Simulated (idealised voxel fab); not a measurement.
process module | voxel plated lines
185 nm wide, 5 nm square cells: that's cross-section cut.
Think of the cross-section as a grid of square cells. We describe it in bands, top to bottom, and each band covers one or more rows of those cells.
The entry gives the band's vertical extent as a top height and a bottom height in nm, then its horizontal make-up as materials from left to right, each with a width in nm. "blank" stands for empty space; a single material marked "edge to edge" fills the band edge to edge.
Heights are measured from 0, the level below which the as-received wafer is all one material; the lowest band has no bottom and continues downward, written as in "0 down".
The notation "30 to 40" denotes a width that varies across the rows of cells in the band, beginning at the first number in the top row, finishing at the second number in the bottom row, and changing by an identical amount from each row to the next.
For the purposes of this document, the phrase "remained the same" attached to a step denotes that no cell within the cross-section was modified by that step.
"Unvented voids" specifies each empty space that is not open to the top and that occupies no fewer than 8 cells, using the form width x height at distance, the distance measured from the left edge and all three quantities in nm.
That trailing text on a step's line, after the settings, is the simulator's own remark on the step.
overlay nm: mask right of planned place by this much (step with mask). Neg. = left.

### Intended process steps
step 1: RECEIVE [material Si]
step 2: CONFORMAL_DEP [material SiO2] [thk nm 10]
step 3: DIRECTIONAL_DEP [material TiN] [thk nm 5]
step 4: PATTERN [tone open] [mask id LINES] [material resist] [width nm 15] [pitch nm 35] [thk nm 30] [overlay nm 0]
step 5: EPI [material Ru] [thk nm 10]
step 6: EPI [material Ru] [thk nm 10]
step 7: STRIP [etch materials resist]
step 8: DIRECTIONAL_ETCH [etch materials TiN] [depth nm 5]
step 9: CONFORMAL_DEP [material SiO2] [thk nm 5]

### As received (post step 1): cross-section
> 0 down: Si edge to edge
> Unvented voids: none

### Cross-section: first of two wafers, module finished, run according to plan
> 40 to 35: 25 of blank  25 of SiO2  10 of blank  25 of SiO2  10 of blank  25 of SiO2  10 of blank  25 of SiO2  30 of blank
> 35 to 15: 25 of blank  5 of SiO2  15 of Ru  5 of SiO2  10 of blank  5 of SiO2  15 of Ru  5 of SiO2  10 of blank  5 of SiO2  15 of Ru  5 of SiO2  10 of blank  5 of SiO2  15 of Ru  5 of SiO2  30 of blank
> 15 to 10: 30 of SiO2  15 of TiN  20 of SiO2  15 of TiN  20 of SiO2  15 of TiN  20 of SiO2  15 of TiN  35 of SiO2
> 10 to 0: SiO2 edge to edge
> 0 down: Si edge to edge
> Unvented voids: none

### Now the second wafer, cross-sectioned at the end of the module. Nothing different at the start, nothing different in the plan compared with the first, just one mistake when it was actually run
> 35 to 15: 30 of blank  15 of Ru  20 of blank  15 of Ru  20 of blank  15 of Ru  20 of blank  15 of Ru  35 of blank
> 15 to 10: 30 of blank  15 of TiN  20 of blank  15 of TiN  20 of blank  15 of TiN  20 of blank  15 of TiN  35 of blank
> 10 to 0: SiO2 edge to edge
> 0 down: Si edge to edge
> Unvented voids: none
Error vs. plan: no execution of plan step 9; skipped
FYI, end of process, the second wafer has more or fewer cells of some materials than the first: SiO2: 77 fewer
